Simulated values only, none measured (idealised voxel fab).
Process module in this document: voxel transistor to metal
Section shown: cut. Width: 165 nm. Cell size: 5 nm, square.
Cross-section format: a grid of square cells, given as bands from top to bottom; each band is one or more rows of cells.
Look at the band entry: it leads with the top's height and the bottom's height in nm. Then it lists the materials left to right, with a width in nm for each. The word "edge to edge" on a single material says that material fills the band edge to edge. The word "blank" is empty space.
Convention: height 0 is the level below which the wafer, as received, is all one material. The lowest band does not terminate at the bottom but continues downward, represented as "top 0, no bottom".
The notation "30 to 40" denotes a width that varies across the rows of cells in the band, beginning at the first number in the top row, finishing at the second number in the bottom row, and changing by an identical amount from each row to the next.
"changes: none" for a step: no cell of the cross-section changed in that step.
The entry "Completely enclosed voids" lists the empty spaces that cover at least 8 cells and have no open path to the top. Each is written as width x height at distance, where the distance is measured from the left edge and all three values are in nm.
Anything after a step's settings on that line? It's the simulator's own note about the step.
The "overlay nm" setting may appear on a step's line; for a step that uses a mask, it gives how far to the right of its planned position the mask lay, and a negative value indicates the left.
-- Set out below are the planned steps of the process
1,RECEIVE with material Si
2,CONFORMAL_DEP with material SiO2, thk nm 5
3,CONFORMAL_DEP with material SiN, thk nm 10
4,PATTERN with tone cover, mask id ACTIVE, material resist, width nm 105, thk nm 20, overlay nm 0
5,DIRECTIONAL_ETCH with etch materials SiN, depth nm 10
6,DIRECTIONAL_ETCH with etch materials SiO2, depth nm 5
7,DIRECTIONAL_ETCH with etch materials Si, depth nm 25
8,STRIP with etch materials resist
9,FILL_DEP with material SiO2, thk nm 10
10,CMP with height nm 15
11,SELECTIVE_ETCH with etch materials SiO2, depth nm 10
12,STRIP with etch materials SiN
13,SELECTIVE_ETCH with etch materials SiO2, depth nm 5
14,OXIDIZE with depth nm 5
15,DIRECTIONAL_DEP with material polySi, thk nm 30
16,DIRECTIONAL_DEP with material SiCN, thk nm 15
17,PATTERN with tone cover, mask id GATE, material resist, width nm 25, thk nm 20, overlay nm 0
18,DIRECTIONAL_ETCH with etch materials SiCN, depth nm 25
19,DIRECTIONAL_ETCH with etch materials polySi, depth nm 40
20,STRIP with etch materials resist
21,CONFORMAL_DEP with material SiN, thk nm 10
22,DIRECTIONAL_ETCH with etch materials SiN, depth nm 10
23,DIRECTIONAL_ETCH with etch materials SiO2, depth nm 5
24,DIRECTIONAL_ETCH with etch materials Si, depth nm 15
25,EPI with material SiGe, thk nm 15
26,FILL_DEP with material SiO2, thk nm 10
27,CMP with height nm 45
28,DIRECTIONAL_DEP with material SiO2, thk nm 15
29,PATTERN with tone open, mask id CONTACT, material resist, width nm 25, pitch nm 60, thk nm 20, overlay nm 0
30,DIRECTIONAL_ETCH with etch materials SiO2, depth nm 65
31,STRIP with etch materials resist
32,CONFORMAL_DEP with material TiN, thk nm 5
33,FILL_DEP with material W, thk nm 5
34,CMP with height nm 60
35,CONFORMAL_DEP with material SiCN, thk nm 5
36,DIRECTIONAL_DEP with material SiO2, thk nm 20
37,MASKED_ETCH with tone open, mask id METAL_1, width nm 15, pitch nm 70, etch materials SiO2, depth nm 20, overlay nm 0
38,MASKED_ETCH with tone open, mask id METAL_1, width nm 15, pitch nm 70, etch materials SiCN, depth nm 5, overlay nm 0
39,CONFORMAL_DEP with material TiN, thk nm 5
40,FILL_DEP with material Cu, thk nm 5
41,CMP with height nm 85
42,CONFORMAL_DEP with material SiN, thk nm 5
-- First of two wafers - as planned
-- The cross-section here shows the wafer as received, i.e. in its state after step 1
  top 0, no bottom = Si edge to edge
  Completely enclosed voids: none
-- How the wafer stands in section after step 2
  top 5, bottom 0 = SiO2 edge to edge
  Whatever lies below 0 is exactly as it was before.
-- How the wafer stands in section after step 3
  top 15, bottom 5 = SiN edge to edge
  Whatever lies below 5 is exactly as it was before.
-- How the wafer stands in section after step 4
  top 35, bottom 15 = blank: 30, then resist: 105, then blank: 30
  Whatever lies below 15 is exactly as it was before.
-- How the wafer stands in section after step 5
  top 35, bottom 15 = blank: 30, then resist: 105, then blank: 30
  top 15, bottom 5 = blank: 30, then SiN: 105, then blank: 30
  Whatever lies below 5 is exactly as it was before.
-- How the wafer stands in section after step 6
  top 35, bottom 15 = blank: 30, then resist: 105, then blank: 30
  top 15, bottom 5 = blank: 30, then SiN: 105, then blank: 30
  top 5, bottom 0 = blank: 30, then SiO2: 105, then blank: 30
  Whatever lies below 0 is exactly as it was before.
-- How the wafer stands in section after step 7
  top 35, bottom 15 = blank: 30, then resist: 105, then blank: 30
  top 15, bottom 5 = blank: 30, then SiN: 105, then blank: 30
  top 5, bottom 0 = blank: 30, then SiO2: 105, then blank: 30
  top 0, bottom -25 = blank: 30, then Si: 105, then blank: 30
  Whatever lies below -25 is exactly as it was before.
-- How the wafer stands in section after step 8
  top 15, bottom 5 = blank: 30, then SiN: 105, then blank: 30
  Whatever lies below 5 is exactly as it was before.
-- How the wafer stands in section after step 9
  top 25, bottom 15 = SiO2 edge to edge
  top 15, bottom 5 = SiO2: 30, then SiN: 105, then SiO2: 30
  top 5, bottom 0 = SiO2 edge to edge
  top 0, bottom -25 = SiO2: 30, then Si: 105, then SiO2: 30
  Whatever lies below -25 is exactly as it was before.
-- How the wafer stands in section after step 10
  top 15, bottom 5 = SiO2: 30, then SiN: 105, then SiO2: 30
  Whatever lies below 5 is exactly as it was before.
-- How the wafer stands in section after step 11
  top 15, bottom 5 = blank: 30, then SiN: 105, then blank: 30
  Whatever lies below 5 is exactly as it was before.
-- How the wafer stands in section after step 12
  top 5, bottom 0 = SiO2 edge to edge
  Whatever lies below 0 is exactly as it was before.
-- How the wafer stands in section after step 13
  top 0, bottom -25 = SiO2: 30, then Si: 105, then SiO2: 30
  Whatever lies below -25 is exactly as it was before.
-- How the wafer stands in section after step 14
  top 0, bottom -5 = SiO2 edge to edge
  Whatever lies below -5 is exactly as it was before.
-- How the wafer stands in section after step 15
  top 30, bottom 0 = polySi edge to edge
  Whatever lies below 0 is exactly as it was before.
-- How the wafer stands in section after step 16
  top 45, bottom 30 = SiCN edge to edge
  Whatever lies below 30 is exactly as it was before.
-- How the wafer stands in section after step 17
  top 65, bottom 45 = blank: 70, then resist: 25, then blank: 70
  Whatever lies below 45 is exactly as it was before.
-- How the wafer stands in section after step 18
  top 65, bottom 45 = blank: 70, then resist: 25, then blank: 70
  top 45, bottom 30 = blank: 70, then SiCN: 25, then blank: 70
  Whatever lies below 30 is exactly as it was before.
-- How the wafer stands in section after step 19
  top 65, bottom 45 = blank: 70, then resist: 25, then blank: 70
  top 45, bottom 30 = blank: 70, then SiCN: 25, then blank: 70
  top 30, bottom 0 = blank: 70, then polySi: 25, then blank: 70
  Whatever lies below 0 is exactly as it was before.
-- How the wafer stands in section after step 20
  top 45, bottom 30 = blank: 70, then SiCN: 25, then blank: 70
  Whatever lies below 30 is exactly as it was before.
-- How the wafer stands in section after step 21
  top 55, bottom 45 = blank: 60, then SiN: 45, then blank: 60
  top 45, bottom 30 = blank: 60, then SiN: 10, then SiCN: 25, then SiN: 10, then blank: 60
  top 30, bottom 10 = blank: 60, then SiN: 10, then polySi: 25, then SiN: 10, then blank: 60
  top 10, bottom 0 = SiN: 70, then polySi: 25, then SiN: 70
  Whatever lies below 0 is exactly as it was before.
-- How the wafer stands in section after step 22
  top 45, bottom 30 = blank: 60, then SiN: 10, then SiCN: 25, then SiN: 10, then blank: 60
  top 30, bottom 0 = blank: 60, then SiN: 10, then polySi: 25, then SiN: 10, then blank: 60
  Whatever lies below 0 is exactly as it was before.
-- How the wafer stands in section after step 23
  top 45, bottom 30 = blank: 60, then SiN: 10, then SiCN: 25, then SiN: 10, then blank: 60
  top 30, bottom 0 = blank: 60, then SiN: 10, then polySi: 25, then SiN: 10, then blank: 60
  top 0, bottom -5 = blank: 60, then SiO2: 45, then blank: 60
  Whatever lies below -5 is exactly as it was before.
-- How the wafer stands in section after step 24
  top 45, bottom 30 = blank: 60, then SiN: 10, then SiCN: 25, then SiN: 10, then blank: 60
  top 30, bottom 0 = blank: 60, then SiN: 10, then polySi: 25, then SiN: 10, then blank: 60
  top 0, bottom -5 = blank: 60, then SiO2: 45, then blank: 60
  top -5, bottom -20 = SiO2: 30, then blank: 30, then Si: 45, then blank: 30, then SiO2: 30
  Whatever lies below -20 is exactly as it was before.
-- How the wafer stands in section after step 25
  top 45, bottom 30 = blank: 60, then SiN: 10, then SiCN: 25, then SiN: 10, then blank: 60
  top 30, bottom 10 = blank: 60, then SiN: 10, then polySi: 25, then SiN: 10, then blank: 60
  top 10, bottom 0 = blank: 45, then SiGe: 15, then SiN: 10, then polySi: 25, then SiN: 10, then SiGe: 15, then blank: 45
  top 0, bottom -5 = blank: 45, then SiGe: 15, then SiO2: 45, then SiGe: 15, then blank: 45
  top -5, bottom -20 = SiO2: 30, then SiGe: 30, then Si: 45, then SiGe: 30, then SiO2: 30
  Whatever lies below -20 is exactly as it was before.
-- How the wafer stands in section after step 26
  top 55, bottom 45 = SiO2 edge to edge
  top 45, bottom 30 = SiO2: 60, then SiN: 10, then SiCN: 25, then SiN: 10, then SiO2: 60
  top 30, bottom 10 = SiO2: 60, then SiN: 10, then polySi: 25, then SiN: 10, then SiO2: 60
  top 10, bottom 0 = SiO2: 45, then SiGe: 15, then SiN: 10, then polySi: 25, then SiN: 10, then SiGe: 15, then SiO2: 45
  top 0, bottom -5 = SiO2: 45, then SiGe: 15, then SiO2: 45, then SiGe: 15, then SiO2: 45
  Whatever lies below -5 is exactly as it was before.
-- How the wafer stands in section after step 27
  top 45, bottom 30 = SiO2: 60, then SiN: 10, then SiCN: 25, then SiN: 10, then SiO2: 60
  Whatever lies below 30 is exactly as it was before.
-- How the wafer stands in section after step 28
  top 60, bottom 45 = SiO2 edge to edge
  Whatever lies below 45 is exactly as it was before.
-- How the wafer stands in section after step 29
  top 80, bottom 60 = resist: 40, then blank: 25, then resist: 35, then blank: 25, then resist: 40
  Whatever lies below 60 is exactly as it was before.
-- How the wafer stands in section after step 30
  top 80, bottom 60 = resist: 40, then blank: 25, then resist: 35, then blank: 25, then resist: 40
  top 60, bottom 45 = SiO2: 40, then blank: 25, then SiO2: 35, then blank: 25, then SiO2: 40
  top 45, bottom 30 = SiO2: 40, then blank: 20, then SiN: 10, then SiCN: 25, then SiN: 10, then blank: 20, then SiO2: 40
  top 30, bottom 10 = SiO2: 40, then blank: 20, then SiN: 10, then polySi: 25, then SiN: 10, then blank: 20, then SiO2: 40
  top 10, bottom 0 = SiO2: 40, then blank: 5, then SiGe: 15, then SiN: 10, then polySi: 25, then SiN: 10, then SiGe: 15, then blank: 5, then SiO2: 40
  top 0, bottom -5 = SiO2: 40, then blank: 5, then SiGe: 15, then SiO2: 45, then SiGe: 15, then blank: 5, then SiO2: 40
  Whatever lies below -5 is exactly as it was before.
-- How the wafer stands in section after step 31
  top 60, bottom 45 = SiO2: 40, then blank: 25, then SiO2: 35, then blank: 25, then SiO2: 40
  Whatever lies below 45 is exactly as it was before.
-- How the wafer stands in section after step 32
  top 65, bottom 60 = TiN: 45, then blank: 15, then TiN: 45, then blank: 15, then TiN: 45
  top 60, bottom 50 = SiO2: 40, then TiN: 5, then blank: 15, then TiN: 5, then SiO2: 35, then TiN: 5, then blank: 15, then TiN: 5, then SiO2: 40
  top 50, bottom 45 = SiO2: 40, then TiN: 5, then blank: 10, then TiN: 10, then SiO2: 35, then TiN: 10, then blank: 10, then TiN: 5, then SiO2: 40
  top 45, bottom 30 = SiO2: 40, then TiN: 5, then blank: 10, then TiN: 5, then SiN: 10, then SiCN: 25, then SiN: 10, then TiN: 5, then blank: 10, then TiN: 5, then SiO2: 40
  top 30, bottom 15 = SiO2: 40, then TiN: 5, then blank: 10, then TiN: 5, then SiN: 10, then polySi: 25, then SiN: 10, then TiN: 5, then blank: 10, then TiN: 5, then SiO2: 40
  top 15, bottom 10 = SiO2: 40, then TiN: 20, then SiN: 10, then polySi: 25, then SiN: 10, then TiN: 20, then SiO2: 40
  top 10, bottom 0 = SiO2: 40, then TiN: 5, then SiGe: 15, then SiN: 10, then polySi: 25, then SiN: 10, then SiGe: 15, then TiN: 5, then SiO2: 40
  top 0, bottom -5 = SiO2: 40, then TiN: 5, then SiGe: 15, then SiO2: 45, then SiGe: 15, then TiN: 5, then SiO2: 40
  Whatever lies below -5 is exactly as it was before.
-- How the wafer stands in section after step 33
  top 70, bottom 65 = W edge to edge
  top 65, bottom 60 = TiN: 45, then W: 15, then TiN: 45, then W: 15, then TiN: 45
  top 60, bottom 50 = SiO2: 40, then TiN: 5, then W: 15, then TiN: 5, then SiO2: 35, then TiN: 5, then W: 15, then TiN: 5, then SiO2: 40
  top 50, bottom 45 = SiO2: 40, then TiN: 5, then W: 10, then TiN: 10, then SiO2: 35, then TiN: 10, then W: 10, then TiN: 5, then SiO2: 40
  top 45, bottom 30 = SiO2: 40, then TiN: 5, then W: 10, then TiN: 5, then SiN: 10, then SiCN: 25, then SiN: 10, then TiN: 5, then W: 10, then TiN: 5, then SiO2: 40
  top 30, bottom 15 = SiO2: 40, then TiN: 5, then W: 10, then TiN: 5, then SiN: 10, then polySi: 25, then SiN: 10, then TiN: 5, then W: 10, then TiN: 5, then SiO2: 40
  Whatever lies below 15 is exactly as it was before.
-- How the wafer stands in section after step 34
  top 60, bottom 50 = SiO2: 40, then TiN: 5, then W: 15, then TiN: 5, then SiO2: 35, then TiN: 5, then W: 15, then TiN: 5, then SiO2: 40
  Whatever lies below 50 is exactly as it was before.
-- How the wafer stands in section after step 35
  top 65, bottom 60 = SiCN edge to edge
  Whatever lies below 60 is exactly as it was before.
-- How the wafer stands in section after step 36
  top 85, bottom 65 = SiO2 edge to edge
  Whatever lies below 65 is exactly as it was before.
-- How the wafer stands in section after step 37
  top 85, bottom 65 = SiO2: 40, then blank: 15, then SiO2: 55, then blank: 15, then SiO2: 40
  Whatever lies below 65 is exactly as it was before.
-- How the wafer stands in section after step 38
  top 85, bottom 65 = SiO2: 40, then blank: 15, then SiO2: 55, then blank: 15, then SiO2: 40
  top 65, bottom 60 = SiCN: 40, then blank: 15, then SiCN: 55, then blank: 15, then SiCN: 40
  Whatever lies below 60 is exactly as it was before.
-- How the wafer stands in section after step 39
  top 90, bottom 85 = TiN: 45, then blank: 5, then TiN: 65, then blank: 5, then TiN: 45
  top 85, bottom 65 = SiO2: 40, then TiN: 5, then blank: 5, then TiN: 5, then SiO2: 55, then TiN: 5, then blank: 5, then TiN: 5, then SiO2: 40
  top 65, bottom 60 = SiCN: 40, then TiN: 15, then SiCN: 55, then TiN: 15, then SiCN: 40
  Whatever lies below 60 is exactly as it was before.
-- How the wafer stands in section after step 40
  top 95, bottom 90 = Cu edge to edge
  top 90, bottom 85 = TiN: 45, then Cu: 5, then TiN: 65, then Cu: 5, then TiN: 45
  top 85, bottom 65 = SiO2: 40, then TiN: 5, then Cu: 5, then TiN: 5, then SiO2: 55, then TiN: 5, then Cu: 5, then TiN: 5, then SiO2: 40
  Whatever lies below 65 is exactly as it was before.
-- How the wafer stands in section after step 41
  top 85, bottom 65 = SiO2: 40, then TiN: 5, then Cu: 5, then TiN: 5, then SiO2: 55, then TiN: 5, then Cu: 5, then TiN: 5, then SiO2: 40
  Whatever lies below 65 is exactly as it was before.
-- How the wafer stands in section after step 42
  top 90, bottom 85 = SiN edge to edge
  Whatever lies below 85 is exactly as it was before.
-- Notes, second wafer: start = first wafer's, plan = first wafer's, execution had one mistake; history identical to first through step 11
-- Cross-section of the second wafer at the time step 12 of the plan should have ended
  top 15, bottom 5 = blank: 30, then SiN: 105, then blank: 30
  top 5, bottom 0 = blank: 35, then SiO2: 95, then blank: 35
  Whatever lies below 0 is exactly as it was before.
-- Cross-section of the second wafer at the time step 13 of the plan should have ended
  top 5, bottom 0 = blank: 35, then SiO2: 95, then blank: 35
  Whatever lies below 0 is exactly as it was before.
-- Cross-section of the second wafer at the time step 14 of the plan should have ended
  top 5, bottom 0 = blank: 35, then SiO2: 95, then blank: 35
  top 0, bottom -5 = SiO2: 40, then Si: 85, then SiO2: 40
  Whatever lies below -5 is exactly as it was before.
-- Cross-section of the second wafer at the time step 15 of the plan should have ended
  top 35, bottom 30 = blank: 35, then polySi: 95, then blank: 35
  top 30, bottom 5 = polySi edge to edge
  top 5, bottom 0 = polySi: 35, then SiO2: 95, then polySi: 35
  Whatever lies below 0 is exactly as it was before.
-- Cross-section of the second wafer at the time step 16 of the plan should have ended
  top 50, bottom 45 = blank: 35, then SiCN: 95, then blank: 35
  top 45, bottom 35 = SiCN edge to edge
  top 35, bottom 30 = SiCN: 35, then polySi: 95, then SiCN: 35
  Whatever lies below 30 is exactly as it was before.
-- Cross-section of the second wafer at the time step 17 of the plan should have ended
  top 70, bottom 50 = blank: 70, then resist: 25, then blank: 70
  Whatever lies below 50 is exactly as it was before.
-- Cross-section of the second wafer at the time step 18 of the plan should have ended
  top 70, bottom 50 = blank: 70, then resist: 25, then blank: 70
  top 50, bottom 35 = blank: 70, then SiCN: 25, then blank: 70
  top 35, bottom 30 = blank: 35, then polySi: 95, then blank: 35
  Whatever lies below 30 is exactly as it was before.
-- Cross-section of the second wafer at the time step 19 of the plan should have ended
  top 70, bottom 50 = blank: 70, then resist: 25, then blank: 70
  top 50, bottom 35 = blank: 70, then SiCN: 25, then blank: 70
  top 35, bottom 5 = blank: 70, then polySi: 25, then blank: 70
  top 5, bottom 0 = blank: 35, then SiO2: 95, then blank: 35
  Whatever lies below 0 is exactly as it was before.
-- Cross-section of the second wafer at the time step 20 of the plan should have ended
  top 50, bottom 35 = blank: 70, then SiCN: 25, then blank: 70
  Whatever lies below 35 is exactly as it was before.
-- Cross-section of the second wafer at the time step 21 of the plan should have ended
  top 60, bottom 50 = blank: 60, then SiN: 45, then blank: 60
  top 50, bottom 35 = blank: 60, then SiN: 10, then SiCN: 25, then SiN: 10, then blank: 60
  top 35, bottom 15 = blank: 60, then SiN: 10, then polySi: 25, then SiN: 10, then blank: 60
  top 15, bottom 10 = blank: 25, then SiN: 45, then polySi: 25, then SiN: 45, then blank: 25
  top 10, bottom 5 = SiN: 70, then polySi: 25, then SiN: 70
  top 5, bottom 0 = SiN: 35, then SiO2: 95, then SiN: 35
  Whatever lies below 0 is exactly as it was before.
-- Cross-section of the second wafer at the time step 22 of the plan should have ended
  top 50, bottom 35 = blank: 60, then SiN: 10, then SiCN: 25, then SiN: 10, then blank: 60
  top 35, bottom 5 = blank: 60, then SiN: 10, then polySi: 25, then SiN: 10, then blank: 60
  top 5, bottom 0 = blank: 25, then SiN: 10, then SiO2: 95, then SiN: 10, then blank: 25
  Whatever lies below 0 is exactly as it was before.
-- Cross-section of the second wafer at the time step 23 of the plan should have ended
  top 50, bottom 35 = blank: 60, then SiN: 10, then SiCN: 25, then SiN: 10, then blank: 60
  top 35, bottom 5 = blank: 60, then SiN: 10, then polySi: 25, then SiN: 10, then blank: 60
  top 5, bottom 0 = blank: 25, then SiN: 10, then blank: 25, then SiO2: 45, then blank: 25, then SiN: 10, then blank: 25
  top 0, bottom -5 = blank: 25, then SiO2: 15, then Si: 85, then SiO2: 15, then blank: 25
  Whatever lies below -5 is exactly as it was before.
-- Cross-section of the second wafer at the time step 24 of the plan should have ended
  top 50, bottom 35 = blank: 60, then SiN: 10, then SiCN: 25, then SiN: 10, then blank: 60
  top 35, bottom 5 = blank: 60, then SiN: 10, then polySi: 25, then SiN: 10, then blank: 60
  top 5, bottom 0 = blank: 25, then SiN: 10, then blank: 25, then SiO2: 45, then blank: 25, then SiN: 10, then blank: 25
  top 0, bottom -5 = blank: 25, then SiO2: 15, then blank: 20, then Si: 45, then blank: 20, then SiO2: 15, then blank: 25
  top -5, bottom -15 = SiO2: 30, then Si: 10, then blank: 20, then Si: 45, then blank: 20, then Si: 10, then SiO2: 30
  Whatever lies below -15 is exactly as it was before.
-- Cross-section of the second wafer at the time step 25 of the plan should have ended
  top 50, bottom 35 = blank: 60, then SiN: 10, then SiCN: 25, then SiN: 10, then blank: 60
  top 35, bottom 15 = blank: 60, then SiN: 10, then polySi: 25, then SiN: 10, then blank: 60
  top 15, bottom 5 = blank: 45 to 30, then SiGe: 15 to 30, then SiN: 10, then polySi: 25, then SiN: 10, then SiGe: 15 to 30, then blank: 45 to 30
  top 5, bottom 0 = blank: 25, then SiN: 10, then SiGe: 25, then SiO2: 45, then SiGe: 25, then SiN: 10, then blank: 25
  top 0, bottom -5 = blank: 25, then SiO2: 15, then SiGe: 20, then Si: 45, then SiGe: 20, then SiO2: 15, then blank: 25
  top -5, bottom -15 = SiO2: 30, then Si: 10, then SiGe: 20, then Si: 45, then SiGe: 20, then Si: 10, then SiO2: 30
  Whatever lies below -15 is exactly as it was before.
-- Cross-section of the second wafer at the time step 26 of the plan should have ended
  top 60, bottom 50 = SiO2 edge to edge
  top 50, bottom 35 = SiO2: 60, then SiN: 10, then SiCN: 25, then SiN: 10, then SiO2: 60
  top 35, bottom 15 = SiO2: 60, then SiN: 10, then polySi: 25, then SiN: 10, then SiO2: 60
  top 15, bottom 5 = SiO2: 45 to 30, then SiGe: 15 to 30, then SiN: 10, then polySi: 25, then SiN: 10, then SiGe: 15 to 30, then SiO2: 45 to 30
  top 5, bottom 0 = SiO2: 25, then SiN: 10, then SiGe: 25, then SiO2: 45, then SiGe: 25, then SiN: 10, then SiO2: 25
  top 0, bottom -5 = SiO2: 40, then SiGe: 20, then Si: 45, then SiGe: 20, then SiO2: 40
  Whatever lies below -5 is exactly as it was before.
-- Cross-section of the second wafer at the time step 27 of the plan should have ended
  top 45, bottom 35 = SiO2: 60, then SiN: 10, then SiCN: 25, then SiN: 10, then SiO2: 60
  Whatever lies below 35 is exactly as it was before.
-- Cross-section of the second wafer at the time step 28 of the plan should have ended
  top 60, bottom 45 = SiO2 edge to edge
  Whatever lies below 45 is exactly as it was before.
-- Cross-section of the second wafer at the time step 29 of the plan should have ended
  top 80, bottom 60 = resist: 40, then blank: 25, then resist: 35, then blank: 25, then resist: 40
  Whatever lies below 60 is exactly as it was before.
-- Cross-section of the second wafer at the time step 30 of the plan should have ended
  top 80, bottom 60 = resist: 40, then blank: 25, then resist: 35, then blank: 25, then resist: 40
  top 60, bottom 45 = SiO2: 40, then blank: 25, then SiO2: 35, then blank: 25, then SiO2: 40
  top 45, bottom 35 = SiO2: 40, then blank: 20, then SiN: 10, then SiCN: 25, then SiN: 10, then blank: 20, then SiO2: 40
  top 35, bottom 15 = SiO2: 40, then blank: 20, then SiN: 10, then polySi: 25, then SiN: 10, then blank: 20, then SiO2: 40
  top 15, bottom 10 = SiO2: 40, then blank: 5, then SiGe: 15, then SiN: 10, then polySi: 25, then SiN: 10, then SiGe: 15, then blank: 5, then SiO2: 40
  Whatever lies below 10 is exactly as it was before.
-- Cross-section of the second wafer at the time step 31 of the plan should have ended
  top 60, bottom 45 = SiO2: 40, then blank: 25, then SiO2: 35, then blank: 25, then SiO2: 40
  Whatever lies below 45 is exactly as it was before.
-- Cross-section of the second wafer at the time step 32 of the plan should have ended
  top 65, bottom 60 = TiN: 45, then blank: 15, then TiN: 45, then blank: 15, then TiN: 45
  top 60, bottom 50 = SiO2: 40, then TiN: 5, then blank: 15, then TiN: 5, then SiO2: 35, then TiN: 5, then blank: 15, then TiN: 5, then SiO2: 40
  top 50, bottom 45 = SiO2: 40, then TiN: 5, then blank: 10, then TiN: 10, then SiO2: 35, then TiN: 10, then blank: 10, then TiN: 5, then SiO2: 40
  top 45, bottom 35 = SiO2: 40, then TiN: 5, then blank: 10, then TiN: 5, then SiN: 10, then SiCN: 25, then SiN: 10, then TiN: 5, then blank: 10, then TiN: 5, then SiO2: 40
  top 35, bottom 20 = SiO2: 40, then TiN: 5, then blank: 10, then TiN: 5, then SiN: 10, then polySi: 25, then SiN: 10, then TiN: 5, then blank: 10, then TiN: 5, then SiO2: 40
  top 20, bottom 15 = SiO2: 40, then TiN: 20, then SiN: 10, then polySi: 25, then SiN: 10, then TiN: 20, then SiO2: 40
  top 15, bottom 10 = SiO2: 40, then TiN: 5, then SiGe: 15, then SiN: 10, then polySi: 25, then SiN: 10, then SiGe: 15, then TiN: 5, then SiO2: 40
  Whatever lies below 10 is exactly as it was before.
-- Cross-section of the second wafer at the time step 33 of the plan should have ended
  top 70, bottom 65 = W edge to edge
  top 65, bottom 60 = TiN: 45, then W: 15, then TiN: 45, then W: 15, then TiN: 45
  top 60, bottom 50 = SiO2: 40, then TiN: 5, then W: 15, then TiN: 5, then SiO2: 35, then TiN: 5, then W: 15, then TiN: 5, then SiO2: 40
  top 50, bottom 45 = SiO2: 40, then TiN: 5, then W: 10, then TiN: 10, then SiO2: 35, then TiN: 10, then W: 10, then TiN: 5, then SiO2: 40
  top 45, bottom 35 = SiO2: 40, then TiN: 5, then W: 10, then TiN: 5, then SiN: 10, then SiCN: 25, then SiN: 10, then TiN: 5, then W: 10, then TiN: 5, then SiO2: 40
  top 35, bottom 20 = SiO2: 40, then TiN: 5, then W: 10, then TiN: 5, then SiN: 10, then polySi: 25, then SiN: 10, then TiN: 5, then W: 10, then TiN: 5, then SiO2: 40
  Whatever lies below 20 is exactly as it was before.
-- Cross-section of the second wafer at the time step 34 of the plan should have ended
  top 60, bottom 50 = SiO2: 40, then TiN: 5, then W: 15, then TiN: 5, then SiO2: 35, then TiN: 5, then W: 15, then TiN: 5, then SiO2: 40
  Whatever lies below 50 is exactly as it was before.
-- Cross-section of the second wafer at the time step 35 of the plan should have ended
  top 65, bottom 60 = SiCN edge to edge
  Whatever lies below 60 is exactly as it was before.
-- Cross-section of the second wafer at the time step 36 of the plan should have ended
  top 85, bottom 65 = SiO2 edge to edge
  Whatever lies below 65 is exactly as it was before.
-- Cross-section of the second wafer at the time step 37 of the plan should have ended
  top 85, bottom 65 = SiO2: 40, then blank: 15, then SiO2: 55, then blank: 15, then SiO2: 40
  Whatever lies below 65 is exactly as it was before.
-- Cross-section of the second wafer at the time step 38 of the plan should have ended
  top 85, bottom 65 = SiO2: 40, then blank: 15, then SiO2: 55, then blank: 15, then SiO2: 40
  top 65, bottom 60 = SiCN: 40, then blank: 15, then SiCN: 55, then blank: 15, then SiCN: 40
  Whatever lies below 60 is exactly as it was before.
-- Cross-section of the second wafer at the time step 39 of the plan should have ended
  top 90, bottom 85 = TiN: 45, then blank: 5, then TiN: 65, then blank: 5, then TiN: 45
  top 85, bottom 65 = SiO2: 40, then TiN: 5, then blank: 5, then TiN: 5, then SiO2: 55, then TiN: 5, then blank: 5, then TiN: 5, then SiO2: 40
  top 65, bottom 60 = SiCN: 40, then TiN: 15, then SiCN: 55, then TiN: 15, then SiCN: 40
  Whatever lies below 60 is exactly as it was before.
-- Cross-section of the second wafer at the time step 40 of the plan should have ended
  top 95, bottom 90 = Cu edge to edge
  top 90, bottom 85 = TiN: 45, then Cu: 5, then TiN: 65, then Cu: 5, then TiN: 45
  top 85, bottom 65 = SiO2: 40, then TiN: 5, then Cu: 5, then TiN: 5, then SiO2: 55, then TiN: 5, then Cu: 5, then TiN: 5, then SiO2: 40
  Whatever lies below 65 is exactly as it was before.
-- Cross-section of the second wafer at the time step 41 of the plan should have ended
  top 85, bottom 65 = SiO2: 40, then TiN: 5, then Cu: 5, then TiN: 5, then SiO2: 55, then TiN: 5, then Cu: 5, then TiN: 5, then SiO2: 40
  Whatever lies below 65 is exactly as it was before.
-- Cross-section of the second wafer at the time step 42 of the plan should have ended
  top 90, bottom 85 = SiN edge to edge
  Whatever lies below 85 is exactly as it was before.
Short version of what went wrong: steps 12 and 13 got flipped, so each one ran where the other should have
The closing comparison, in cells, has the second wafer with more or fewer of some materials than the first: Si +29 | SiCN -5 | SiGe -2 | SiO2 -10 | TiN -8 | W -4
